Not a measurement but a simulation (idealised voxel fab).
Process module heading - voxel transistor to metal
Displayed cross-section: cut, width of 175 nm, square cells sized 5 nm.
Just so we're on the same page, the cross-sections are grids of square cells, and they're listed out in bands top to bottom, each band one or more rows deep.
Band: top and bottom heights (nm) first, top before bottom; then materials from left to right, widths in nm. "throughout" marks a sole material filling the band edge to edge. "blank" denotes empty space.
Note: height 0 marks the level under which the wafer is uniformly one material as received. Lowest band unbounded below, written "0 nm and below".
The two numbers in a width such as "30->40" mark its ends across the band: the first belongs to the top row of cells, the second to the bottom row, and from each row to the next the width moves by the same amount.
"nothing was modified" means the step left every cell of the cross-section as it was.
The label "Enclosed internal cavities" introduces a list of the empty spaces, 8 cells or larger, that have no open way up to the top; each entry in it reads width x height at distance, where the distance is taken from the left edge and all three are stated in nm.
Heads up: the bit after the settings on a step's line is the simulator's remark on that step.
overlay nm: right-of-plan distance of the mask on a masked step; negative values mean left-of-plan.
**Set out below are the planned steps of the process**
- 1: RECEIVE,material Si
- 2: OXIDIZE,depth nm 5
- 3: CONFORMAL_DEP,material SiN,thk nm 10
- 4: PATTERN,tone cover,mask id ACTIVE,material resist,width nm 105,thk nm 20,overlay nm 0
- 5: DIRECTIONAL_ETCH,etch materials SiN,depth nm 10
- 6: DIRECTIONAL_ETCH,etch materials SiO2,depth nm 5
- 7: DIRECTIONAL_ETCH,etch materials Si,depth nm 25
- 8: STRIP,etch materials resist
- 9: OXIDIZE,depth nm 5
- 10: FILL_DEP,material SiO2,thk nm 15
- 11: CMP,height nm 10
- 12: SELECTIVE_ETCH,etch materials SiO2,depth nm 5
- 13: STRIP,etch materials SiN
- 14: SELECTIVE_ETCH,etch materials SiO2,depth nm 5
- 15: OXIDIZE,depth nm 5
- 16: DIRECTIONAL_DEP,material polySi,thk nm 20
- 17: DIRECTIONAL_DEP,material SiCN,thk nm 10
- 18: MASKED_ETCH,tone cover,mask id GATE,width nm 25,etch materials SiCN,depth nm 20,overlay nm 0
- 19: MASKED_ETCH,tone cover,mask id GATE,width nm 25,etch materials polySi,depth nm 30,overlay nm 0
- 20: CONFORMAL_DEP,material SiO2,thk nm 5
- 21: DIRECTIONAL_ETCH,etch materials SiO2,depth nm 5
- 22: CONFORMAL_DEP,material SiN,thk nm 10
- 23: DIRECTIONAL_ETCH,etch materials SiN,depth nm 10
- 24: DIRECTIONAL_ETCH,etch materials SiO2,depth nm 5
- 25: DIRECTIONAL_ETCH,etch materials Si,depth nm 15
- 26: EPI,material nSi,thk nm 5
- 27: FILL_DEP,material SiO2,thk nm 5
- 28: CMP,height nm 15
- 29: STRIP,etch materials polySi
- 30: SELECTIVE_ETCH,etch materials SiO2,depth nm 5
- 31: CONFORMAL_DEP,material HfO2,thk nm 5
- 32: CONFORMAL_DEP,material TiN,thk nm 5
- 33: FILL_DEP,material W,thk nm 10
- 34: CMP,height nm 10
- 35: DIRECTIONAL_DEP,material SiO2,thk nm 15
- 36: DIRECTIONAL_DEP,material aC,thk nm 10
- 37: PATTERN,tone open,mask id CONTACT,material resist,width nm 20,pitch nm 75,thk nm 30,overlay nm 0
- 38: DIRECTIONAL_ETCH,etch materials aC,depth nm 10
- 39: STRIP,etch materials resist
- 40: DIRECTIONAL_ETCH,etch materials SiO2,depth nm 20
- 41: STRIP,etch materials aC
- 42: CONFORMAL_DEP,material TiN,thk nm 5
- 43: FILL_DEP,material W,thk nm 10
- 44: CMP,height nm 25
- 45: DIRECTIONAL_DEP,material TiN,thk nm 5
- 46: DIRECTIONAL_DEP,material W,thk nm 15
- 47: PATTERN,tone cover,mask id METAL_1,material resist,width nm 20,pitch nm 75,thk nm 20,overlay nm 0
- 48: DIRECTIONAL_ETCH,etch materials W,depth nm 15
- 49: DIRECTIONAL_ETCH,etch materials TiN,depth nm 5
- 50: STRIP,etch materials resist
- 51: FILL_DEP,material SiO2,thk nm 10
- 52: CMP,height nm 45
- 53: CONFORMAL_DEP,material SiCN,thk nm 5
- 54: DIRECTIONAL_DEP,material SiO2,thk nm 25
- 55: MASKED_ETCH,tone open,mask id METAL_2,width nm 20,pitch nm 75,etch materials SiO2,depth nm 15,overlay nm 0
- 56: MASKED_ETCH,tone open,mask id METAL_2_HOLES,width nm 15,pitch nm 75,etch materials SiO2,depth nm 10,overlay nm 0
- 57: MASKED_ETCH,tone open,mask id METAL_2_HOLES,width nm 15,pitch nm 75,etch materials SiCN,depth nm 5,overlay nm 0
- 58: CONFORMAL_DEP,material TiN,thk nm 5
- 59: FILL_DEP,material Cu,thk nm 5
- 60: CMP,height nm 75
- 61: CONFORMAL_DEP,material SiN,thk nm 5
Among the wafers covered here, the point of difference is the thk nm at step 26; their starting state is shared, and the plan presents the value of the first wafer.
**Cross-section of the first of several wafers as received (after step 1)**
0 nm and below: Si throughout
Enclosed internal cavities: none
**What follows is a table in which each wafer occupies a row; for the wafer as it stands at the close of the module, the row states, material by material, how many cells have been gained (+) or lost (-) since receipt, and then gives its closed voids**
thk nm 5; +14 Cu; +13 HfO2; -168 Si; +29 SiCN; +51 SiN; +496 SiO2; +65 TiN; +42 W; +18 nSi; Enclosed internal cavities: none
thk nm 10; +14 Cu; +13 HfO2; -168 Si; +29 SiCN; +51 SiN; +484 SiO2; +65 TiN; +42 W; +30 nSi; Enclosed internal cavities: none
thk nm 15; +14 Cu; +13 HfO2; -168 Si; +29 SiCN; +51 SiN; +476 SiO2; +65 TiN; +42 W; +38 nSi; Enclosed internal cavities: none
thk nm 20; +14 Cu; +13 HfO2; -168 Si; +29 SiCN; +51 SiN; +472 SiO2; +61 TiN; +38 W; +50 nSi; Enclosed internal cavities: none
